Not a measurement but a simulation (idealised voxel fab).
voxel capacitor over wiring: a process module
Displayed cross-section: cut, width of 290 nm, square cells sized 5 nm.
Just so we're on the same page, the cross-sections are grids of square cells, and they're listed out in bands top to bottom, each band one or more rows deep. Heads up on the band format: heights come first, top then bottom, in nm. After that it's the materials left to right, each with its width in nm. A single material flagged "edge to edge" fills the whole band edge to edge, and "air" means there's empty space there. Heights are expressed relative to 0, this being the level below which the as-received wafer comprises one material exclusively. The lowest band is unbounded in the downward direction and is denoted as in "0 -> down". The notation "30..40" denotes a width that varies across the rows of cells in the band, beginning at the first number in the top row, finishing at the second number in the bottom row, and changing by an identical amount from each row to the next. It should be understood that the words "nothing different", when stated for a given step, signify that the cross-section underwent no change in any of its cells during that step. The label "Entrapped void list" introduces a list of the empty spaces, 8 cells or larger, that have no open way up to the top; each entry in it reads width x height at distance, where the distance is taken from the left edge and all three are stated in nm. Post-settings text on a step line: simulator's own remark regarding the step. overlay nm: for a step with a mask, the amount by which the mask lay right of where it was planned; a negative amount means left of it.

### Process steps (planned)
1. op RECEIVE | material Si
2. op CONFORMAL_DEP | material SiO2 | thk nm 10
3. op DIRECTIONAL_DEP | material TiN | thk nm 5
4. op DIRECTIONAL_DEP | material Ru | thk nm 25
5. op PATTERN | tone cover | mask id METAL_1 | material resist | width nm 25 | pitch nm 95 | thk nm 15 | overlay nm 0
6. op DIRECTIONAL_ETCH | etch materials Ru | depth nm 25
7. op DIRECTIONAL_ETCH | etch materials TiN | depth nm 5
8. op STRIP | etch materials resist
9. op CONFORMAL_DEP | material SiCN | thk nm 5
10. op FILL_DEP | material SiO2 | thk nm 10
11. op CMP | height nm 40
12. op CONFORMAL_DEP | material SiCN | thk nm 5
13. op DIRECTIONAL_DEP | material SiO2 | thk nm 15
14. op MASKED_ETCH | tone open | mask id PLUG_1 | width nm 15 | etch materials SiO2 | depth nm 15 | overlay nm 0
15. op MASKED_ETCH | tone open | mask id PLUG_1 | width nm 15 | etch materials SiCN | depth nm 5 | overlay nm 0
16. op CONFORMAL_DEP | material TiN | thk nm 5
17. op FILL_DEP | material W | thk nm 5
18. op CMP | height nm 60
19. op DIRECTIONAL_DEP | material TiN | thk nm 5
20. op DIRECTIONAL_DEP | material SiN | thk nm 5
21. op DIRECTIONAL_DEP | material TiN | thk nm 5
22. op DIRECTIONAL_DEP | material aC | thk nm 10
23. op PATTERN | tone cover | mask id UPPER_PLATE | material resist | width nm 75 | thk nm 25 | overlay nm 0
24. op DIRECTIONAL_ETCH | etch materials aC | depth nm 10
25. op STRIP | etch materials resist
26. op DIRECTIONAL_ETCH | etch materials TiN | depth nm 5
27. op DIRECTIONAL_ETCH | etch materials SiN | depth nm 5
28. op STRIP | etch materials aC
29. op MASKED_ETCH | tone cover | mask id LOWER_PLATE | width nm 85 | etch materials TiN | depth nm 5 | overlay nm 0
30. op FILL_DEP | material SiO2 | thk nm 15
31. op CMP | height nm 85
32. op DIRECTIONAL_DEP | material aC | thk nm 15
33. op PATTERN | tone open | mask id PLUG_2 | material resist | width nm 15 | thk nm 30 | overlay nm 0
34. op DIRECTIONAL_ETCH | etch materials aC | depth nm 15
35. op STRIP | etch materials resist
36. op DIRECTIONAL_ETCH | etch materials SiO2 | depth nm 10
37. op STRIP | etch materials aC
38. op CONFORMAL_DEP | material TiN | thk nm 5
39. op FILL_DEP | material W | thk nm 5
40. op CMP | height nm 85
41. op CONFORMAL_DEP | material SiN | thk nm 5

### Wafer as received: cross-section following step 1
* 0 -> down = Si edge to edge
* Entrapped void list: none

### End-of-module XS, first of two wafers, run as planned
* 90 -> 85 = SiN edge to edge
* 85 -> 80 = SiO2 (105) | TiN (5) | W (5) | TiN (5) | SiO2 (170)
* 80 -> 70 = SiO2 (105..95) | TiN (15..75) | SiO2 (170..120)
* 70 -> 65 = SiO2 (95) | SiN (75) | SiO2 (120)
* 65 -> 60 = SiO2 (90) | TiN (85) | SiO2 (115)
* 60 -> 45 = SiO2 (95) | TiN (5) | W (5) | TiN (5) | SiO2 (180)
* 45 -> 40 = SiCN (95) | TiN (15) | SiCN (180)
* 40 -> 15 = SiO2 (80) | SiCN (5) | Ru (25) | SiCN (5) | SiO2 (60) | SiCN (5) | Ru (25) | SiCN (5) | SiO2 (80)
* 15 -> 10 = SiCN (85) | TiN (25) | SiCN (70) | TiN (25) | SiCN (85)
* 10 -> 0 = SiO2 edge to edge
* 0 -> down = Si edge to edge
* Entrapped void list: none

### Wafer two, end of module, cross-section. Same start, same plan as wafer one. One mistake in the run
* 90 -> 85 = SiN edge to edge
* 85 -> 80 = SiO2 (105) | TiN (5) | W (5) | TiN (5) | SiO2 (170)
* 80 -> 70 = SiO2 (105..95) | TiN (15..75) | SiO2 (170..120)
* 70 -> 65 = SiO2 (95) | SiN (75) | SiO2 (120)
* 65 -> 60 = SiO2 (90) | TiN (85) | SiO2 (115)
* 60 -> 45 = SiO2 (95) | TiN (5) | W (5) | TiN (5) | SiO2 (180)
* 45 -> 40 = SiCN (95) | TiN (15) | SiCN (180)
* 40 -> 35 = SiO2 (80) | SiCN (35) | SiO2 (60) | SiCN (35) | SiO2 (80)
* 35 -> 15 = SiO2 (80) | SiCN (5) | Ru (25) | SiCN (5) | SiO2 (60) | SiCN (5) | Ru (25) | SiCN (5) | SiO2 (80)
* 15 -> 10 = SiCN (85) | Ru (25) | SiCN (70) | Ru (25) | SiCN (85)
* 10 -> 0 = SiO2 edge to edge
* 0 -> down = Si edge to edge
* Entrapped void list: none
Misprocessing identified: step 3 of the plan was jumped over and never run
at the end the second wafer has, in cells: 10 more of SiCN | 10 fewer of TiN
